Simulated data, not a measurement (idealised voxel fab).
Herein follows the process module entitled voxel self aligned contacts.
220 nm wide, 5 nm square cells: that's cross-section cut.
A cross-section is written here as square cells arranged in a grid, and it is given in bands from the top down, each band taking up one or more rows of cells.
Heights first: top, then bottom, in nm. Then materials, left to right, each with a width in nm. "all across" on a single material: fills the band edge to edge. "empty": empty space.
A quick word on heights: they are counted from 0, and under that level the wafer as it came to us is one material throughout. The lowest band is different from the rest in having no bottom; it simply continues downward, written as in "top 0, no bottom".
When a width is written as two numbers, as in "30->40", the first number is the width in the top row of cells of the band and the second is the width in its bottom row, and the width changes by the same amount from each row to the next.
Reading "nothing different" for a step: not a cell of the cross-section changed in it.
"Trapped voids" means: voids of 8 cells or more that are shut off from the top with no open way through. Written width x height at distance, distance from the left edge, in nm.
Post-settings text on a step line: simulator's own remark regarding the step.
The setting "overlay nm" may be written on the line of a step. When the step uses a mask, the value reports how far to the right of the planned place the mask lay, and a negative value reports that it lay to the left.

So here's the lineup of process steps we planned:
1 op RECEIVE | material Si
2 op CONFORMAL_DEP | material SiO2 | thk nm 5
3 op DIRECTIONAL_DEP | material polySi | thk nm 20
4 op DIRECTIONAL_DEP | material SiN | thk nm 15
5 op DIRECTIONAL_DEP | material aC | thk nm 15
6 op PATTERN | tone cover | mask id GATE | material resist | width nm 30 | pitch nm 65 | thk nm 35 | overlay nm 0
7 op DIRECTIONAL_ETCH | etch materials aC | depth nm 15
8 op STRIP | etch materials resist
9 op DIRECTIONAL_ETCH | etch materials SiN | depth nm 15
10 op DIRECTIONAL_ETCH | etch materials polySi | depth nm 20
11 op STRIP | etch materials aC
12 op CONFORMAL_DEP | material SiN | thk nm 5
13 op DIRECTIONAL_ETCH | etch materials SiN | depth nm 5
14 op FILL_DEP | material SiO2 | thk nm 15
15 op CMP | height nm 45
16 op MASKED_ETCH | tone open | mask id CONTACT | width nm 45 | etch materials SiO2 | depth nm 45 | overlay nm 0
17 op CONFORMAL_DEP | material TiN | thk nm 5
18 op FILL_DEP | material Ru | thk nm 10
19 op CMP | height nm 45
20 op CONFORMAL_DEP | material SiCN | thk nm 5

As-received state of the wafer in cross-section, equivalent to post-step 1:
top 0, no bottom: Si all across
Trapped voids: none

The first of the two wafers as seen in cross-section once the module was finished; processing followed the plan:
top 50, bottom 45: SiCN all across
top 45, bottom 40: SiO2 (85); TiN (15); Ru (15); TiN (15); SiO2 (90)
top 40, bottom 25: SiO2 (55); SiN (40); TiN (5); Ru (15); TiN (5); SiN (40); SiO2 (60)
top 25, bottom 5: SiO2 (55); SiN (5); polySi (30); SiN (5); TiN (5); Ru (15); TiN (5); SiN (5); polySi (30); SiN (5); SiO2 (60)
top 5, bottom 0: SiO2 (95); TiN (25); SiO2 (100)
top 0, no bottom: Si all across
Trapped voids: none

Here's the second of our two wafers sectioned at module end. Same start as the first, same plan, but one mistake got made running it:
top 50, bottom 45: SiCN all across
top 45, bottom 40: Ru all across
top 40, bottom 35: TiN (100); Ru (15); TiN (105)
top 35, bottom 25: SiO2 (55); SiN (40); TiN (5); Ru (15); TiN (5); SiN (40); SiO2 (60)
top 25, bottom 5: SiO2 (55); SiN (5); polySi (30); SiN (5); TiN (5); Ru (15); TiN (5); SiN (5); polySi (30); SiN (5); SiO2 (60)
top 5, bottom 0: SiO2 (95); TiN (25); SiO2 (100)
top 0, no bottom: Si all across
Trapped voids: none
What broke from the plan during processing? step 15 off recipe, ran as op CMP | height nm 35
Cell-count delta at end, second wafer over first, by material: Ru +41 | SiN -16 | SiO2 -58 | TiN +33
